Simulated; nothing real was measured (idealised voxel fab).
The process module that follows is named voxel transistor to metal.
Cross-section cut spans 205 nm and uses square cells 5 nm in size.
Just so we're on the same page, the cross-sections are grids of square cells, and they're listed out in bands top to bottom, each band one or more rows deep. What a band's entry tells you: where the top is and where the bottom is, as heights in nm, and after that what lies inside, material by material from left to right, each with its width in nm. Empty space is written as the word "empty", and a single material marked with the word "all across" occupies the band from edge to edge. Basically, 0 is our baseline, since under it the wafer straight out of the box is all one material. The bottom band has no lower end and keeps on going down, so it looks like "0 -> down". Width spec "30 to 40" -> top row of cells at first value, bottom row at second value, equal per-row change in between. For the purposes of this document, the phrase "nothing changed" attached to a step denotes that no cell within the cross-section was modified by that step. This entry, "Cavities, closed", enumerates those empty regions of no fewer than 8 cells that possess no open connection to the top. Each region is reported in the form width x height at distance, the distance being taken from the left edge, with all three quantities expressed in nm. Where a step's line continues beyond its settings, the continuation is a remark by the simulator itself on that step. overlay nm: where the mask lay relative to plan, measured to the right, on steps with a mask; negatives go left.
### The steps planned for the process are as follows
1,RECEIVE, material Si
2,CONFORMAL_DEP, material SiO2, thk nm 5
3,CONFORMAL_DEP, material SiN, thk nm 15
4,PATTERN, tone cover, mask id ACTIVE, material resist, width nm 105, thk nm 20, overlay nm 0
5,DIRECTIONAL_ETCH, etch materials SiN, depth nm 15
6,DIRECTIONAL_ETCH, etch materials SiO2, depth nm 5
7,DIRECTIONAL_ETCH, etch materials Si, depth nm 30
8,STRIP, etch materials resist
9,OXIDIZE, depth nm 5
10,FILL_DEP, material SiO2, thk nm 15
11,CMP, height nm 20
12,SELECTIVE_ETCH, etch materials SiO2, depth nm 15
13,STRIP, etch materials SiN
14,SELECTIVE_ETCH, etch materials SiO2, depth nm 5
15,OXIDIZE, depth nm 5
16,DIRECTIONAL_DEP, material polySi, thk nm 25
17,DIRECTIONAL_DEP, material SiCN, thk nm 10
18,PATTERN, tone cover, mask id GATE, material resist, width nm 25, thk nm 15, overlay nm 0
19,DIRECTIONAL_ETCH, etch materials SiCN, depth nm 20
20,DIRECTIONAL_ETCH, etch materials polySi, depth nm 35
21,STRIP, etch materials resist
22,CONFORMAL_DEP, material SiN, thk nm 10
23,DIRECTIONAL_ETCH, etch materials SiN, depth nm 10
24,DIRECTIONAL_ETCH, etch materials SiO2, depth nm 5
25,EPI, material nSi, thk nm 5
26,FILL_DEP, material SiO2, thk nm 10
27,CMP, height nm 25
28,STRIP, etch materials polySi
29,SELECTIVE_ETCH, etch materials SiO2, depth nm 5
30,CONFORMAL_DEP, material HfO2, thk nm 5
31,CONFORMAL_DEP, material TiN, thk nm 5
32,FILL_DEP, material W, thk nm 10
33,CMP, height nm 20
34,DIRECTIONAL_DEP, material SiO2, thk nm 15
35,MASKED_ETCH, tone open, mask id CONTACT, width nm 15, pitch nm 80, etch materials SiO2, depth nm 35, overlay nm 0
36,CONFORMAL_DEP, material TiN, thk nm 5
37,FILL_DEP, material W, thk nm 5
38,CMP, height nm 35
39,DIRECTIONAL_DEP, material TiN, thk nm 5
40,DIRECTIONAL_DEP, material W, thk nm 15
41,DIRECTIONAL_DEP, material aC, thk nm 10
42,PATTERN, tone cover, mask id METAL_1, material resist, width nm 15, pitch nm 80, thk nm 25, overlay nm 0
43,DIRECTIONAL_ETCH, etch materials aC, depth nm 10
44,STRIP, etch materials resist
45,DIRECTIONAL_ETCH, etch materials W, depth nm 15
46,DIRECTIONAL_ETCH, etch materials TiN, depth nm 5
47,STRIP, etch materials aC
48,CONFORMAL_DEP, material SiCN, thk nm 5
49,FILL_DEP, material SiO2, thk nm 10
50,CMP, height nm 55
51,CONFORMAL_DEP, material SiCN, thk nm 5
52,DIRECTIONAL_DEP, material SiO2, thk nm 30
53,MASKED_ETCH, tone open, mask id METAL_2, width nm 15, pitch nm 80, etch materials SiO2, depth nm 20, overlay nm 0
54,DIRECTIONAL_DEP, material aC, thk nm 15
55,PATTERN, tone open, mask id METAL_2_HOLES, material resist, width nm 15, pitch nm 80, thk nm 35, overlay nm 0
56,DIRECTIONAL_ETCH, etch materials aC, depth nm 15
57,STRIP, etch materials resist
58,DIRECTIONAL_ETCH, etch materials SiO2, depth nm 10
59,DIRECTIONAL_ETCH, etch materials SiCN, depth nm 5
60,STRIP, etch materials aC
61,CONFORMAL_DEP, material TiN, thk nm 5
62,FILL_DEP, material Cu, thk nm 5
63,CMP, height nm 90
64,CONFORMAL_DEP, material SiCN, thk nm 5
### as received, after step 1
0 -> down: Si all across
Cavities, closed: none
### Here's the cross-section of the first of our two wafers at the end of the module - it ran as planned
95 -> 90: SiCN all across
90 -> 60: 55 SiO2, then 5 TiN, then 5 Cu, then 5 TiN, then 65 SiO2, then 5 TiN, then 5 Cu, then 5 TiN, then 55 SiO2
60 -> 55: 55 SiCN, then 15 TiN, then 65 SiCN, then 15 TiN, then 55 SiCN
55 -> 40: 50 SiO2, then 5 SiCN, then 15 W, then 5 SiCN, then 55 SiO2, then 5 SiCN, then 15 W, then 5 SiCN, then 50 SiO2
40 -> 35: 55 SiCN, then 15 TiN, then 65 SiCN, then 15 TiN, then 55 SiCN
35 -> 20: 55 SiO2, then 5 TiN, then 5 W, then 5 TiN, then 65 SiO2, then 5 TiN, then 5 W, then 5 TiN, then 55 SiO2
20 -> 5: 55 SiO2, then 5 TiN, then 5 W, then 5 TiN, then 10 SiO2, then 10 SiN, then 5 HfO2, then 5 TiN, then 5 W, then 5 TiN, then 5 HfO2, then 10 SiN, then 10 SiO2, then 5 TiN, then 5 W, then 5 TiN, then 55 SiO2
5 -> 0: 55 SiO2, then 15 TiN, then 10 SiO2, then 10 SiN, then 5 HfO2, then 15 TiN, then 5 HfO2, then 10 SiN, then 10 SiO2, then 15 TiN, then 55 SiO2
0 -> -5: 50 SiO2, then 30 nSi, then 5 SiO2, then 35 HfO2, then 5 SiO2, then 30 nSi, then 50 SiO2
-5 -> -35: 55 SiO2, then 95 Si, then 55 SiO2
-35 -> down: Si all across
Cavities, closed: none
### Cross-sectional image of the second wafer of the two following completion of the module. Starting state and process plan were the same as for the first wafer; one execution error occurred
95 -> 90: SiCN all across
90 -> 60: 55 SiO2, then 5 TiN, then 5 Cu, then 5 TiN, then 65 SiO2, then 5 TiN, then 5 Cu, then 5 TiN, then 55 SiO2
60 -> 55: 55 SiCN, then 15 TiN, then 65 SiCN, then 15 TiN, then 55 SiCN
55 -> 40: 50 SiO2, then 5 SiCN, then 15 W, then 5 SiCN, then 55 SiO2, then 5 SiCN, then 15 W, then 5 SiCN, then 50 SiO2
40 -> 35: 55 SiCN, then 15 TiN, then 65 SiCN, then 15 TiN, then 55 SiCN
35 -> 20: 55 SiO2, then 5 TiN, then 5 W, then 5 TiN, then 65 SiO2, then 5 TiN, then 5 W, then 5 TiN, then 55 SiO2
20 -> 15: 55 SiO2, then 5 TiN, then 5 W, then 5 TiN, then 10 SiO2, then 10 SiN, then 5 HfO2, then 5 TiN, then 5 W, then 5 TiN, then 5 HfO2, then 10 SiN, then 10 SiO2, then 5 TiN, then 5 W, then 5 TiN, then 55 SiO2
15 -> 10: 55 SiO2, then 15 TiN, then 10 SiO2, then 10 SiN, then 5 HfO2, then 5 TiN, then 5 W, then 5 TiN, then 5 HfO2, then 10 SiN, then 10 SiO2, then 15 TiN, then 55 SiO2
10 -> 5: 40 SiO2, then 40 nSi, then 10 SiN, then 5 HfO2, then 5 TiN, then 5 W, then 5 TiN, then 5 HfO2, then 10 SiN, then 40 nSi, then 40 SiO2
5 -> 0: 40 SiO2, then 40 nSi, then 10 SiN, then 5 HfO2, then 15 TiN, then 5 HfO2, then 10 SiN, then 40 nSi, then 40 SiO2
0 -> -5: 40 SiO2, then 40 nSi, then 5 SiO2, then 35 HfO2, then 5 SiO2, then 40 nSi, then 40 SiO2
-5 -> -35: 55 SiO2, then 95 Si, then 55 SiO2
-35 -> down: Si all across
Cavities, closed: none
Processing error: planned and actual differ for step 25; actual: EPI, material nSi, thk nm 15
Bottom line after processing is that, in cells, the second wafer is up or down on some materials versus the first: 24 fewer of SiO2, 8 fewer of TiN, 4 fewer of W, 36 more of nSi
